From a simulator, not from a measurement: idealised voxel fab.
process module | voxel released beams
Cross-sectional view cut (width: 180 nm; square cell size: 5 nm).
Cross-section, as written here: a square-cell grid given band by band from the top down, where a band holds one or more rows of cells. What a band's entry tells you: where the top is and where the bottom is, as heights in nm, and after that what lies inside, material by material from left to right, each with its width in nm. Empty space is written as the word "blank", and a single material marked with the word "throughout" occupies the band from edge to edge. Counting heights begins at 0, where everything beneath is, in the wafer as received, one material. The lowest band has no bottom; it goes on downwards, as "0..down" shows. You'd read "30..40" like this: the band's top row of cells is as wide as the first number, its bottom row is as wide as the second, and going down, every row changes width by the same amount as the row before did. A step reported as "everything unchanged" is a step in which no cell of the cross-section changed. The list in "Sealed internal cavities" covers empty spaces of 8 cells or more that cannot reach the top through any open way, and it gives each as width x height at distance; the distance is from the left edge, and width, height and distance are in nm. Post-settings text on a step line: simulator's own remark regarding the step. overlay nm: mask offset rightward from planned place, masked step; negative means leftward offset.

Below is the list of planned process steps
step 1: RECEIVE, material Si
step 2: CONFORMAL_DEP, material Al2O3, thk nm 5
step 3: DIRECTIONAL_DEP, material SiO2, thk nm 15
step 4: DIRECTIONAL_DEP, material aC, thk nm 15
step 5: PATTERN, tone open, mask id ANCHOR, material resist, width nm 30, thk nm 35, overlay nm 0
step 6: DIRECTIONAL_ETCH, etch materials aC, depth nm 5
step 7: STRIP, etch materials resist
step 8: DIRECTIONAL_ETCH, etch materials SiO2, depth nm 15
step 9: STRIP, etch materials aC
step 10: CONFORMAL_DEP, material polySi, thk nm 10
step 11: MASKED_ETCH, tone cover, mask id BEAM, width nm 80, etch materials polySi, depth nm 10, overlay nm 0
step 12: STRIP, etch materials SiO2
What sets these wafers apart? The depth nm at step 6. They all start alike, and the plan carries the first wafer's value.

Cross-section, first of several wafers, as delivered after step 1
> 0..down | Si throughout
> Sealed internal cavities: none

Cross-section, first of several wafers, end of module, after last step 12
> 5..0 | Al2O3 throughout
> 0..down | Si throughout
> Sealed internal cavities: none

Wafer cross-section (last wafer, module end)
> 30..20 | 45 blank, 15 polySi, 10 blank, 55 polySi, 55 blank
> 20..15 | 50 blank, 10 polySi, 10 blank, 10 polySi, 100 blank
> 15..5 | 50 blank, 30 polySi, 100 blank
> 5..0 | Al2O3 throughout
> 0..down | Si throughout
> Sealed internal cavities: none

Here is how to read the rows: every wafer has a row, and it shows the wafer at the end of the module, giving for each material how many cells were gained (+) or lost (-) since the wafer was received, then listing its closed voids
depth nm 5, +36 Al2O3, Sealed internal cavities: none
depth nm 10, +36 Al2O3, Sealed internal cavities: none
depth nm 15, +36 Al2O3, +44 polySi, Sealed internal cavities: none
depth nm 20, +36 Al2O3, +44 polySi, Sealed internal cavities: none
depth nm 25, +36 Al2O3, +44 polySi, Sealed internal cavities: none
depth nm 30, +36 Al2O3, +44 polySi, Sealed internal cavities: none
